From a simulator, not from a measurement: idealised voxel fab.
process module | voxel gate over fins
cross-section cut | 195 nm wide | cells 5 nm
A cross-section is a grid of square cells, given in bands from the top down. A band is one or more rows of cells.
Each band's line starts with the height of the band's top and of its bottom, in nm. Then come its materials from left to right, each with its width in nm. One material with "throughout" fills the band from edge to edge. "air" is empty space.
Height 0 is the level under which the wafer as received is all one material. The lowest band goes on downwards, as in "0 down".
A width such as "30 to 40" changes by the same amount from each row of cells to the next, from the band's top row to its bottom row.
"no change" after a step means that no cell of the cross-section changed.
closed voids: empty space of 8 cells or more with no open way to the top, each as width x height at its distance from the left edge, in nm
after a step's settings: what the simulator itself notes on the step
overlay nm, on a step with a mask: how far to the right of its planned place the mask lay; to the left if negative
plan
1 op RECEIVE | material Si
2 op CONFORMAL_DEP | material SiN | thk nm 5
3 op PATTERN | tone cover | mask id FINS | material resist | width nm 15 | pitch nm 40 | thk nm 20 | overlay nm 0
4 op DIRECTIONAL_ETCH | etch materials SiN | depth nm 5
5 op DIRECTIONAL_ETCH | etch materials Si | depth nm 35
6 op STRIP | etch materials resist
7 op OXIDIZE | depth nm 5
8 op FILL_DEP | material SiO2 | thk nm 15
9 op CMP | height nm 5
10 op SELECTIVE_ETCH | etch materials SiO2 | depth nm 20
11 op STRIP | etch materials SiN
12 op CONFORMAL_DEP | material HfO2 | thk nm 5
13 op CONFORMAL_DEP | material TiN | thk nm 5
14 op FILL_DEP | material W | thk nm 15
15 op CMP | height nm 20
16 op CONFORMAL_DEP | material SiCN | thk nm 10
first wafer, as planned
as received, after step 1
  0 down: Si throughout
  closed voids: none
after step 2
  5 to 0: SiN throughout
  below 0: unchanged
after step 3
  25 to 5: air 70 | resist 15 | air 25 | resist 15 | air 70
  below 5: unchanged
after step 4
  25 to 5: air 70 | resist 15 | air 25 | resist 15 | air 70
  5 to 0: air 70 | SiN 15 | air 25 | SiN 15 | air 70
  below 0: unchanged
after step 5
  25 to 5: air 70 | resist 15 | air 25 | resist 15 | air 70
  5 to 0: air 70 | SiN 15 | air 25 | SiN 15 | air 70
  0 to -35: air 70 | Si 15 | air 25 | Si 15 | air 70
  below -35: unchanged
after step 6
  5 to 0: air 70 | SiN 15 | air 25 | SiN 15 | air 70
  below 0: unchanged
after step 7
  5 to 0: air 70 | SiN 15 | air 25 | SiN 15 | air 70
  0 to -35: air 70 | SiO2 5 | Si 5 | SiO2 5 | air 25 | SiO2 5 | Si 5 | SiO2 5 | air 70
  -35 to -40: SiO2 75 | Si 5 | SiO2 35 | Si 5 | SiO2 75
  below -40: unchanged
after step 8
  20 to 5: SiO2 throughout
  5 to 0: SiO2 70 | SiN 15 | SiO2 25 | SiN 15 | SiO2 70
  0 to -40: SiO2 75 | Si 5 | SiO2 35 | Si 5 | SiO2 75
  below -40: unchanged
after step 9
  5 to 0: SiO2 70 | SiN 15 | SiO2 25 | SiN 15 | SiO2 70
  below 0: unchanged
after step 10
  5 to 0: air 70 | SiN 15 | air 25 | SiN 15 | air 70
  0 to -15: air 75 | Si 5 | air 35 | Si 5 | air 75
  below -15: unchanged
after step 11
  0 to -15: air 75 | Si 5 | air 35 | Si 5 | air 75
  below -15: unchanged
after step 12
  5 to 0: air 70 | HfO2 15 | air 25 | HfO2 15 | air 70
  0 to -10: air 70 | HfO2 5 | Si 5 | HfO2 5 | air 25 | HfO2 5 | Si 5 | HfO2 5 | air 70
  -10 to -15: HfO2 75 | Si 5 | HfO2 35 | Si 5 | HfO2 75
  below -15: unchanged
after step 13
  10 to 5: air 65 | TiN 25 | air 15 | TiN 25 | air 65
  5 to 0: air 65 | TiN 5 | HfO2 15 | TiN 5 | air 15 | TiN 5 | HfO2 15 | TiN 5 | air 65
  0 to -5: air 65 | TiN 5 | HfO2 5 | Si 5 | HfO2 5 | TiN 5 | air 15 | TiN 5 | HfO2 5 | Si 5 | HfO2 5 | TiN 5 | air 65
  -5 to -10: TiN 70 | HfO2 5 | Si 5 | HfO2 5 | TiN 25 | HfO2 5 | Si 5 | HfO2 5 | TiN 70
  below -10: unchanged
after step 14
  25 to 10: W throughout
  10 to 5: W 65 | TiN 25 | W 15 | TiN 25 | W 65
  5 to 0: W 65 | TiN 5 | HfO2 15 | TiN 5 | W 15 | TiN 5 | HfO2 15 | TiN 5 | W 65
  0 to -5: W 65 | TiN 5 | HfO2 5 | Si 5 | HfO2 5 | TiN 5 | W 15 | TiN 5 | HfO2 5 | Si 5 | HfO2 5 | TiN 5 | W 65
  below -5: unchanged
after step 15
  20 to 10: W throughout
  below 10: unchanged
after step 16
  30 to 20: SiCN throughout
  below 20: unchanged
second wafer: like start, like plan, one mistake. Through step 9 it matches the first wafer
when step 10 should have ended
  5 to 0: air 70 | SiN 15 | air 25 | SiN 15 | air 70
  0 to -35: air 75 | Si 5 | air 35 | Si 5 | air 75
  below -35: unchanged
when step 11 should have ended
  0 to -35: air 75 | Si 5 | air 35 | Si 5 | air 75
  below -35: unchanged
when step 12 should have ended
  5 to 0: air 70 | HfO2 15 | air 25 | HfO2 15 | air 70
  0 to -30: air 70 | HfO2 5 | Si 5 | HfO2 5 | air 25 | HfO2 5 | Si 5 | HfO2 5 | air 70
  -30 to -35: HfO2 75 | Si 5 | HfO2 35 | Si 5 | HfO2 75
  below -35: unchanged
when step 13 should have ended
  10 to 5: air 65 | TiN 25 | air 15 | TiN 25 | air 65
  5 to 0: air 65 | TiN 5 | HfO2 15 | TiN 5 | air 15 | TiN 5 | HfO2 15 | TiN 5 | air 65
  0 to -25: air 65 | TiN 5 | HfO2 5 | Si 5 | HfO2 5 | TiN 5 | air 15 | TiN 5 | HfO2 5 | Si 5 | HfO2 5 | TiN 5 | air 65
  -25 to -30: TiN 70 | HfO2 5 | Si 5 | HfO2 5 | TiN 25 | HfO2 5 | Si 5 | HfO2 5 | TiN 70
  below -30: unchanged
when step 14 should have ended
  25 to 10: W throughout
  10 to 5: W 65 | TiN 25 | W 15 | TiN 25 | W 65
  5 to 0: W 65 | TiN 5 | HfO2 15 | TiN 5 | W 15 | TiN 5 | HfO2 15 | TiN 5 | W 65
  0 to -25: W 65 | TiN 5 | HfO2 5 | Si 5 | HfO2 5 | TiN 5 | W 15 | TiN 5 | HfO2 5 | Si 5 | HfO2 5 | TiN 5 | W 65
  below -25: unchanged
when step 15 should have ended
  20 to 10: W throughout
  below 10: unchanged
when step 16 should have ended
  30 to 20: SiCN throughout
  below 20: unchanged
what went wrong: step 10 was run twice
at the end the second wafer has, in cells: 16 more of HfO2 | 148 fewer of SiO2 | 16 more of TiN | 116 more of W
